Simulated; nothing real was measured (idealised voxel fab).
process module | voxel fin reveal
cross-section cut | 295 nm wide | cells 5 nm
A cross-section is a grid of square cells, given in bands from the top down. A band is one or more rows of cells.
Each band's line starts with the height of the band's top and of its bottom, in nm. Then come its materials from left to right, each with its width in nm. One material with "throughout" fills the band from edge to edge. "air" is empty space.
Height 0 is the level under which the wafer as received is all one material. The lowest band goes on downwards, as in "0 down".
A width such as "30 to 40" changes by the same amount from each row of cells to the next, from the band's top row to its bottom row.
"no change" after a step means that no cell of the cross-section changed.
closed voids: empty space of 8 cells or more with no open way to the top, each as width x height at its distance from the left edge, in nm
after a step's settings: what the simulator itself notes on the step
overlay nm, on a step with a mask: how far to the right of its planned place the mask lay; to the left if negative
plan
1 op RECEIVE | material Si
2 op CONFORMAL_DEP | material SiN | thk nm 5
3 op PATTERN | tone cover | mask id FINS | material resist | width nm 15 | pitch nm 35 | thk nm 15 | overlay nm 0
4 op DIRECTIONAL_ETCH | etch materials SiN | depth nm 5
5 op DIRECTIONAL_ETCH | etch materials Si | depth nm 35
6 op STRIP | etch materials resist
7 op FILL_DEP | material SiO2 | thk nm 15
8 op CMP | height nm 5
9 op SELECTIVE_ETCH | etch materials SiO2 | depth nm 25
10 op STRIP | etch materials SiN
11 op CONFORMAL_DEP | material HfO2 | thk nm 5
as received, after step 1
  0 down: Si throughout
  closed voids: none
first wafer at the end, as planned
  5 to 0: air 80 | HfO2 25 | air 10 | HfO2 25 | air 10 | HfO2 25 | air 10 | HfO2 25 | air 85
  0 to -15: air 80 | HfO2 5 | Si 15 | HfO2 5 | air 10 | HfO2 5 | Si 15 | HfO2 5 | air 10 | HfO2 5 | Si 15 | HfO2 5 | air 10 | HfO2 5 | Si 15 | HfO2 5 | air 85
  -15 to -20: HfO2 85 | Si 15 | HfO2 20 | Si 15 | HfO2 20 | Si 15 | HfO2 20 | Si 15 | HfO2 90
  -20 to -35: SiO2 85 | Si 15 | SiO2 20 | Si 15 | SiO2 20 | Si 15 | SiO2 20 | Si 15 | SiO2 90
  -35 down: Si throughout
  closed voids: none
second wafer at the end: like start, like plan, one mistake
  10 to 5: HfO2 90 | air 5 | HfO2 30 | air 5 | HfO2 30 | air 5 | HfO2 30 | air 5 | HfO2 95
  5 to 0: HfO2 throughout
  0 to -35: HfO2 85 | Si 15 | HfO2 20 | Si 15 | HfO2 20 | Si 15 | HfO2 20 | Si 15 | HfO2 90
  -35 down: Si throughout
  closed voids: none
what went wrong: step 7 ran as: op FILL_DEP | material HfO2 | thk nm 15
at the end the second wafer has, in cells: 352 more of HfO2 | 141 fewer of SiO2
